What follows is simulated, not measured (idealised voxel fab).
The name of this process module is voxel air gaps.
FYI the section here is cut, 230 nm wide, cells are 5 nm squares.
Each cross-section below is a grid of square cells, stated as bands in top-down order, with one or more rows of cells making up each band. Each band's line starts with the height of the band's top and of its bottom, in nm. Then come its materials from left to right, each with its width in nm. One material with "edge to edge" fills the band from edge to edge. "air" is empty space. Heights are expressed relative to 0, this being the level below which the as-received wafer comprises one material exclusively. The lowest band is unbounded in the downward direction and is denoted as in "0..down". A width given as "30 to 40" starts at the first number in the band's top row and ends at the second number in its bottom row, shifting by an equal amount at every step from row to row. Basically "nothing was modified" means that step didn't change any cell in the cross-section. In "Entrapped void list" the enclosed voids are listed, meaning empty spaces of 8 cells or larger without any opening to the top. The form is width x height at distance, distance from the left edge, units nm. Where a step's line continues beyond its settings, the continuation is a remark by the simulator itself on that step. A step line may carry the setting "overlay nm", which, for steps involving a mask, states the distance by which the mask lay to the right of its intended position; negative values denote displacement to the left.
Here's what the planned process steps look like:
1,RECEIVE,material Si
2,CONFORMAL_DEP,material SiO2,thk nm 10
3,CONFORMAL_DEP,material SiN,thk nm 5
4,DIRECTIONAL_DEP,material lowk,thk nm 40
5,PATTERN,tone open,mask id LINES,material resist,width nm 20,pitch nm 45,thk nm 20,overlay nm 0
6,DIRECTIONAL_ETCH,etch materials lowk,depth nm 40
7,STRIP,etch materials resist
8,CONFORMAL_DEP,material TiN,thk nm 5
9,FILL_DEP,material Ru,thk nm 5
10,CMP,height nm 45
11,EPI,material Ru,thk nm 10
12,SELECTIVE_ETCH,etch materials lowk,depth nm 50
13,CONFORMAL_DEP,material SiCN,thk nm 5
varied across the wafers: height nm of step 10. The plan shows the first wafer's value. All wafers start alike
Cross-section, first of several wafers, as delivered after step 1:
> 0..down | Si edge to edge
> Entrapped void list: none
Below, a row for every wafer. Read it as the end-of-module picture: for each material the wafer shows its cells gained (+) or lost (-) since it was received, and then its closed voids:
height nm 45; +104 Ru; +130 SiCN; +46 SiN; +92 SiO2; +56 TiN; Entrapped void list: 15 x 20 at 60; 15 x 20 at 105; 15 x 20 at 150
height nm 50; +112 Ru; +138 SiCN; +46 SiN; +92 SiO2; +64 TiN; Entrapped void list: 15 x 25 at 60; 15 x 25 at 105; 15 x 25 at 150
height nm 55; +120 Ru; +146 SiCN; +46 SiN; +92 SiO2; +72 TiN; Entrapped void list: 15 x 30 at 60; 15 x 30 at 105; 15 x 30 at 150
height nm 60; +156 Ru; +46 SiCN; +46 SiN; +92 SiO2; +110 TiN; +240 lowk; Entrapped void list: none
height nm 65; +202 Ru; +46 SiCN; +46 SiN; +92 SiO2; +110 TiN; +240 lowk; Entrapped void list: none
